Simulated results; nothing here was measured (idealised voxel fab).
Presented below is a process module, voxel spacer lines.
FYI the section here is cut, 185 nm wide, cells are 5 nm squares.
How to read a cross-section here: the picture is a grid of square cells, written as bands going from the top down, and any band can span one or more rows of cells.
Top height, bottom height, nm. Materials left to right, width each, nm. Single material + "everywhere" = fills band edge to edge. "air" = empty.
Heights from 0 (as-received wafer is one material below). Bottom band endless downward, as "0 -> down".
The expression "30..40" gives the width at the extremes of the band, the first number at its top row of cells and the second at its bottom row, with the width changing by equal amounts from each row to the next in between.
"stayed the same" -> step changed no cross-section cell.
You'll see "Sealed void listing" listing empty spaces that have no way open to the top, as long as they're 8 cells or more; the notation is width x height at distance, where the distance is from the left edge, and all of it is in nm.
Past the settings on a step's line: simulator remark, on that step.
For masked steps, "overlay nm" on the step line gives how far right of plan the mask actually lay; a minus sign means it lay to the left.

Process steps (planned):
1. RECEIVE,material Si
2. CONFORMAL_DEP,material Al2O3,thk nm 10
3. DIRECTIONAL_DEP,material W,thk nm 15
4. DIRECTIONAL_DEP,material aC,thk nm 20
5. PATTERN,tone cover,mask id MANDREL,material resist,width nm 15,pitch nm 50,thk nm 30,overlay nm 0
6. DIRECTIONAL_ETCH,etch materials aC,depth nm 20
7. STRIP,etch materials resist
8. CONFORMAL_DEP,material SiN,thk nm 10
9. DIRECTIONAL_ETCH,etch materials SiN,depth nm 10
10. STRIP,etch materials aC
11. DIRECTIONAL_ETCH,etch materials W,depth nm 15
12. STRIP,etch materials SiN
13. FILL_DEP,material SiO2,thk nm 10
14. CMP,height nm 25

Step 1 complete: cross-section of the wafer as received:
	0 -> down = Si everywhere
	Sealed void listing: none

Starting structure and process plan are as shown above, but one mistake was made in running the module; the wafer cross-section at the end of the module follows:
	25 -> 10 = SiO2=25  W=10  SiO2=15  W=10  SiO2=15  W=10  SiO2=15  W=10  SiO2=15  W=10  SiO2=15  W=10  SiO2=25
	10 -> 0 = W everywhere
	0 -> down = Si everywhere
	Sealed void listing: none
Run error: step 2 was not run as planned; what actually ran was CONFORMAL_DEP,material W,thk nm 10
